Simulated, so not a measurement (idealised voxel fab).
Process module in this document: voxel tone inversion
We display cut, a cross-section 175 nm in width whose square cells are each 5 nm.
For the purposes of this document, a cross-section shall be understood as a grid of square cells, specified as bands listed in top-to-bottom order, each band consisting of one or more rows of cells. Top height, bottom height, nm. Materials left to right, width each, nm. Single material + "everywhere" = fills band edge to edge. "blank" = empty. Heights from 0 (as-received wafer is one material below). Bottom band endless downward, as "0 and below". Read "30..40" as a graded width: first number on top, second number at the bottom, same change between each pair of neighbouring rows. "nothing got changed" (step): cross-section cells unchanged, all of them. Under "Entrapped void list" you'll find the enclosed gaps, the ones with no way out to the top, that are 8 cells or bigger; each reads width x height at distance, with distance counted from the left edge, everything in nm. Read whatever lies past the settings on a step's line as the simulator's own remark about the step. Among the settings permitted on a step's line is "overlay nm"; applied to a step with a mask, it specifies the extent to which the mask lay to the right of its planned position, whereas a negative figure signifies a position to the left.

# Steps planned for the process
1 RECEIVE: material Si
2 CONFORMAL_DEP: material SiCN, thk nm 5
3 DIRECTIONAL_DEP: material aC, thk nm 25
4 PATTERN: tone cover, mask id POSTS, material resist, width nm 25, pitch nm 55, thk nm 35, overlay nm 0
5 DIRECTIONAL_ETCH: etch materials aC, depth nm 25
6 STRIP: etch materials resist
7 FILL_DEP: material SiO2, thk nm 5
8 CMP: height nm 30
9 STRIP: etch materials aC

# So this is the incoming wafer in cross-section - it's already been through step 1
- 0 and below: Si everywhere
- Entrapped void list: none

# First wafer of two, sectioned at end of module; run went per plan
- 30 down to 5: 20 SiO2; 25 blank; 30 SiO2; 25 blank; 30 SiO2; 25 blank; 20 SiO2
- 5 down to 0: SiCN everywhere
- 0 and below: Si everywhere
- Entrapped void list: none

# Second wafer through the module, sectioned at the end: same beginning and same plan as the first wafer, with one mistake in carrying it out
- 30 down to 5: 20 SiO2; 30 blank; 25 SiO2; 30 blank; 25 SiO2; 30 blank; 15 SiO2
- 5 down to 0: SiCN everywhere
- 0 and below: Si everywhere
- Entrapped void list: none
Error vs. plan: off-plan run, step 4, actual operation and settings PATTERN: tone cover, mask id POSTS, material resist, width nm 30, pitch nm 55, thk nm 35, overlay nm 0
The final cell counts differ between the wafers, with the second having more or fewer of some materials than the first: -15 SiO2
